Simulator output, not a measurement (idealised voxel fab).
process module | voxel tone inversion
cross-section cut | 255 nm wide | cells 5 nm
A cross-section is a grid of square cells, given in bands from the top down. A band is one or more rows of cells.
Each band's line starts with the height of the band's top and of its bottom, in nm. Then come its materials from left to right, each with its width in nm. One material with "throughout" fills the band from edge to edge. "air" is empty space.
Height 0 is the level under which the wafer as received is all one material. The lowest band goes on downwards, as in "0 down".
A width such as "30 to 40" changes by the same amount from each row of cells to the next, from the band's top row to its bottom row.
"no change" after a step means that no cell of the cross-section changed.
closed voids: empty space of 8 cells or more with no open way to the top, each as width x height at its distance from the left edge, in nm
after a step's settings: what the simulator itself notes on the step
overlay nm, on a step with a mask: how far to the right of its planned place the mask lay; to the left if negative
plan
1 op RECEIVE | material Si
2 op CONFORMAL_DEP | material SiN | thk nm 5
3 op DIRECTIONAL_DEP | material polySi | thk nm 20
4 op PATTERN | tone cover | mask id POSTS | material resist | width nm 20 | pitch nm 40 | thk nm 30 | overlay nm 0
5 op DIRECTIONAL_ETCH | etch materials polySi | depth nm 20
6 op STRIP | etch materials resist
7 op FILL_DEP | material lowk | thk nm 5
8 op CMP | height nm 25
9 op STRIP | etch materials polySi
10 op CONFORMAL_DEP | material TiN | thk nm 5
11 op FILL_DEP | material Cu | thk nm 5
12 op CMP | height nm 25
13 op CONFORMAL_DEP | material SiN | thk nm 5
varied across the wafers: thk nm of step 10. The plan shows the first wafer's value. All wafers start alike
first wafer as received, after step 1
  0 down: Si throughout
  closed voids: none
first wafer at the end, after step 13
  30 to 25: SiN throughout
  25 to 10: lowk 55 | TiN 5 | Cu 10 | TiN 5 | lowk 20 | TiN 5 | Cu 10 | TiN 5 | lowk 20 | TiN 5 | Cu 10 | TiN 5 | lowk 20 | TiN 5 | Cu 10 | TiN 5 | lowk 60
  10 to 5: lowk 55 | TiN 20 | lowk 20 | TiN 20 | lowk 20 | TiN 20 | lowk 20 | TiN 20 | lowk 60
  5 to 0: SiN throughout
  0 down: Si throughout
  closed voids: none
last wafer at the end
  30 to 25: SiN throughout
  25 to 5: lowk 55 | TiN 20 | lowk 20 | TiN 20 | lowk 20 | TiN 20 | lowk 20 | TiN 20 | lowk 60
  5 to 0: SiN throughout
  0 down: Si throughout
  closed voids: none
each wafer at the end: cells of each material gained (+) or lost (-) since it was received, then its closed voids
thk nm 5 | +24 Cu | +102 SiN | +40 TiN | +140 lowk | closed voids: none
thk nm 10 | +102 SiN | +64 TiN | +140 lowk | closed voids: none
thk nm 15 | +102 SiN | +64 TiN | +140 lowk | closed voids: none
thk nm 20 | +102 SiN | +64 TiN | +140 lowk | closed voids: none
